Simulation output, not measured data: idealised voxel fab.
The following process module bears the name voxel ribs on slabs.
The cross-section on display is named cut; it measures 145 nm wide, and its cells are 5 nm squares.
A cross-section is written here as square cells arranged in a grid, and it is given in bands from the top down, each band taking up one or more rows of cells.
Band: top and bottom heights (nm) first, top before bottom; then materials from left to right, widths in nm. "full width" marks a sole material filling the band edge to edge. "empty" denotes empty space.
A quick word on heights: they are counted from 0, and under that level the wafer as it came to us is one material throughout. The lowest band is different from the rest in having no bottom; it simply continues downward, written as in "0 -> down".
Per-row width for "30->40": begins at first number (top row of band), ends at second number (bottom row), increment between rows held constant.
Step marked "nothing altered"? Then no cell in the cross-section changed in it.
"Closed void catalog": empty spaces of 8 cells or more with no open way to the top, each given as width x height at distance, distance from the left edge, all in nm.
Past the settings on a step's line: simulator remark, on that step.
overlay nm: mask right of planned place by this much (step with mask). Neg. = left.
**Process steps - plan**
| 1 | RECEIVE with material Si |
| 2 | DIRECTIONAL_DEP with material SiO2, thk nm 25 |
| 3 | DIRECTIONAL_DEP with material polySi, thk nm 15 |
| 4 | DIRECTIONAL_DEP with material aC, thk nm 15 |
| 5 | PATTERN with tone cover, mask id RIB, material resist, width nm 25, thk nm 35, overlay nm 0 |
| 6 | DIRECTIONAL_ETCH with etch materials aC, depth nm 15 |
| 7 | STRIP with etch materials resist |
| 8 | DIRECTIONAL_ETCH with etch materials polySi, depth nm 10 |
| 9 | STRIP with etch materials aC |
| 10 | PATTERN with tone cover, mask id SLAB, material resist, width nm 55, thk nm 15, overlay nm 0 |
| 11 | DIRECTIONAL_ETCH with etch materials polySi, depth nm 5 |
| 12 | STRIP with etch materials resist |
| 13 | FILL_DEP with material SiO2, thk nm 25 |
| 14 | CMP with height nm 55 |
| 15 | DIRECTIONAL_DEP with material TiN, thk nm 5 |
| 16 | DIRECTIONAL_DEP with material aC, thk nm 10 |
| 17 | PATTERN with tone cover, mask id HEATER, material resist, width nm 35, thk nm 25, overlay nm 0 |
| 18 | DIRECTIONAL_ETCH with etch materials aC, depth nm 10 |
| 19 | STRIP with etch materials resist |
| 20 | DIRECTIONAL_ETCH with etch materials TiN, depth nm 5 |
| 21 | STRIP with etch materials aC |
| 22 | CONFORMAL_DEP with material SiN, thk nm 10 |
**Cross-section of the wafer as it came to us, i.e., already through step 1**
  0 -> down  Si full width
  Closed void catalog: none
**Post-module cross-section of the first of two wafers (run per plan)**
  70 -> 65  45 of empty | 55 of SiN | 45 of empty
  65 -> 60  SiN full width
  60 -> 55  55 of SiN | 35 of TiN | 55 of SiN
  55 -> 40  SiO2 full width
  40 -> 30  60 of SiO2 | 25 of polySi | 60 of SiO2
  30 -> 25  45 of SiO2 | 55 of polySi | 45 of SiO2
  25 -> 0  SiO2 full width
  0 -> down  Si full width
  Closed void catalog: none
**Cross-section, wafer two of two, end of module: same start and plan as wafer one, one error in execution**
  60 -> 55  55 of empty | 35 of TiN | 55 of empty
  55 -> 40  SiO2 full width
  40 -> 30  60 of SiO2 | 25 of polySi | 60 of SiO2
  30 -> 25  45 of SiO2 | 55 of polySi | 45 of SiO2
  25 -> 0  SiO2 full width
  0 -> down  Si full width
  Closed void catalog: none
What went wrong in running the wafer? it should be noted that step 22 of the plan was omitted and was not performed
Cell-count delta at end, second wafer over first, by material: SiN: 62 fewer
